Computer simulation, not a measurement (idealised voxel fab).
Herein follows the process module entitled voxel capacitor over wiring.
FYI the section here is cut, 160 nm wide, cells are 5 nm squares.
Each cross-section below is a grid of square cells, stated as bands in top-down order, with one or more rows of cells making up each band.
Band: top height; bottom height; in nm. Then, left to right: material with width in nm, for each material. "throughout": a single material spanning edge to edge. "air": empty space.
Height reference: 0 = level under which incoming wafer is all one material. Lowest band: no bottom, runs on downward, e.g. "from 0 down".
It should be noted that a width expressed as "30->40" varies in equal increments from row to row of cells within the band, taking the value of the first number at the top row and that of the second number at the bottom row.
"left unchanged" -> step changed no cross-section cell.
Entrapped voids: empty space of 8 cells or more with no open way to the top, each as width x height at its distance from the left edge, in nm
Heads up: the bit after the settings on a step's line is the simulator's remark on that step.
The "overlay nm" setting may appear on a step's line; for a step that uses a mask, it gives how far to the right of its planned position the mask lay, and a negative value indicates the left.
Steps planned for the process
1: RECEIVE with material Si
2: CONFORMAL_DEP with material SiO2, thk nm 10
3: DIRECTIONAL_DEP with material TiN, thk nm 5
4: DIRECTIONAL_DEP with material Ru, thk nm 25
5: DIRECTIONAL_DEP with material aC, thk nm 10
6: PATTERN with tone cover, mask id METAL_1, material resist, width nm 20, pitch nm 85, thk nm 30, overlay nm 0
7: DIRECTIONAL_ETCH with etch materials aC, depth nm 10
8: STRIP with etch materials resist
9: DIRECTIONAL_ETCH with etch materials Ru, depth nm 25
10: DIRECTIONAL_ETCH with etch materials TiN, depth nm 5
11: STRIP with etch materials aC
12: FILL_DEP with material lowk, thk nm 10
13: CMP with height nm 40
14: CONFORMAL_DEP with material SiCN, thk nm 5
15: DIRECTIONAL_DEP with material lowk, thk nm 15
16: PATTERN with tone open, mask id PLUG_1, material resist, width nm 15, thk nm 15, overlay nm 0
17: DIRECTIONAL_ETCH with etch materials lowk, depth nm 15
18: DIRECTIONAL_ETCH with etch materials SiCN, depth nm 5
19: STRIP with etch materials resist
20: EPI with material Ru, thk nm 10
21: EPI with material Ru, thk nm 10
22: DIRECTIONAL_DEP with material TiN, thk nm 5
23: DIRECTIONAL_DEP with material HfO2, thk nm 5
24: DIRECTIONAL_DEP with material TiN, thk nm 10
25: PATTERN with tone cover, mask id UPPER_PLATE, material resist, width nm 70, thk nm 15, overlay nm 0
26: DIRECTIONAL_ETCH with etch materials TiN, depth nm 10
27: DIRECTIONAL_ETCH with etch materials HfO2, depth nm 5
28: STRIP with etch materials resist
29: DIRECTIONAL_DEP with material aC, thk nm 15
30: PATTERN with tone cover, mask id LOWER_PLATE, material resist, width nm 80, thk nm 35, overlay nm 0
31: DIRECTIONAL_ETCH with etch materials aC, depth nm 15
32: STRIP with etch materials resist
33: DIRECTIONAL_ETCH with etch materials TiN, depth nm 5
34: STRIP with etch materials aC
35: FILL_DEP with material SiO2, thk nm 15
36: CMP with height nm 90
37: MASKED_ETCH with tone open, mask id PLUG_2, width nm 15, etch materials SiO2, depth nm 10, overlay nm 0
38: CONFORMAL_DEP with material TiN, thk nm 5
39: FILL_DEP with material Ru, thk nm 10
40: CMP with height nm 90
41: CONFORMAL_DEP with material SiCN, thk nm 5
Wafer as received: cross-section following step 1
* from 0 down  Si throughout
* Entrapped voids: none
Starting structure and process plan are as shown above, but one mistake was made in running the module; the wafer cross-section at the end of the module follows
* from 95 to 90  SiCN throughout
* from 90 to 85  SiO2: 40; TiN: 5; Ru: 5; TiN: 5; SiO2: 105
* from 85 to 80  SiO2: 40; TiN: 15; SiO2: 105
* from 80 to 70  SiO2: 30; TiN: 70; SiO2: 60
* from 70 to 65  SiO2: 30; HfO2: 70; SiO2: 60
* from 65 to 60  SiO2: 25; TiN: 80; SiO2: 55
* from 60 to 45  lowk: 30; Ru: 15; lowk: 115
* from 45 to 40  SiCN: 30; Ru: 15; SiCN: 115
* from 40 to 15  lowk: 25; Ru: 20; lowk: 65; Ru: 20; lowk: 30
* from 15 to 10  lowk: 25; TiN: 20; lowk: 65; TiN: 20; lowk: 30
* from 10 to 0  SiCN throughout
* from 0 down  Si throughout
* Entrapped voids: none
what went wrong: off-plan run, step 2, actual operation and settings CONFORMAL_DEP with material SiCN, thk nm 10
